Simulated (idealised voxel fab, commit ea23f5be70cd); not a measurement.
A process module follows: voxel quadruple lines.
Section shown: cut. Width: 215 nm. Cell size: 5 nm, square.
Square cells in a grid make up a cross-section in this document, and the grid is given as bands, listed from the top down, each one or more rows of cells.
The entry gives the band's vertical extent as a top height and a bottom height in nm, then its horizontal make-up as materials from left to right, each with a width in nm. "blank" stands for empty space; a single material marked "edge to edge" fills the band edge to edge.
Where do heights start? At 0: under that level the wafer as delivered is made of one material only. And the lowest band has no floor; it just carries on downward, as in "0 -> down".
The expression "30 to 40" gives the width at the extremes of the band, the first number at its top row of cells and the second at its bottom row, with the width changing by equal amounts from each row to the next in between.
A step reported as "everything unchanged" is a step in which no cell of the cross-section changed.
"Sealed void list" specifies each empty space that is not open to the top and that occupies no fewer than 8 cells, using the form width x height at distance, the distance measured from the left edge and all three quantities in nm.
Where a step's line continues beyond its settings, the continuation is a remark by the simulator itself on that step.
overlay nm, on a step with a mask: how far to the right of its planned place the mask lay; to the left if negative
### These are the steps we planned for the process
1) RECEIVE with material Si
2) CONFORMAL_DEP with material SiO2, thk nm 10
3) DIRECTIONAL_DEP with material Ru, thk nm 15
4) DIRECTIONAL_DEP with material polySi, thk nm 20
5) DIRECTIONAL_DEP with material aC, thk nm 25
6) PATTERN with tone cover, mask id MANDREL, material resist, width nm 20, pitch nm 60, thk nm 35, overlay nm 0
7) DIRECTIONAL_ETCH with etch materials aC, depth nm 25
8) STRIP with etch materials resist
9) CONFORMAL_DEP with material SiO2, thk nm 10
10) DIRECTIONAL_ETCH with etch materials SiO2, depth nm 10
11) STRIP with etch materials aC
12) DIRECTIONAL_ETCH with etch materials polySi, depth nm 20
13) STRIP with etch materials SiO2
14) CONFORMAL_DEP with material SiN, thk nm 5
15) DIRECTIONAL_ETCH with etch materials SiN, depth nm 5
16) STRIP with etch materials polySi
17) DIRECTIONAL_ETCH with etch materials Ru, depth nm 15
18) STRIP with etch materials SiN
### As-received state of the wafer in cross-section, equivalent to post-step 1
* 0 -> down  Si edge to edge
* Sealed void list: none
### Final cross-section, module run with one mistake (start and plan as above)
* 25 -> 10  50 blank | 20 Ru | 10 blank | 20 Ru | 10 blank | 20 Ru | 10 blank | 20 Ru | 55 blank
* 10 -> 0  SiO2 edge to edge
* 0 -> down  Si edge to edge
* Sealed void list: none
what went wrong: steps 16 and 17 run out of order (swapped)
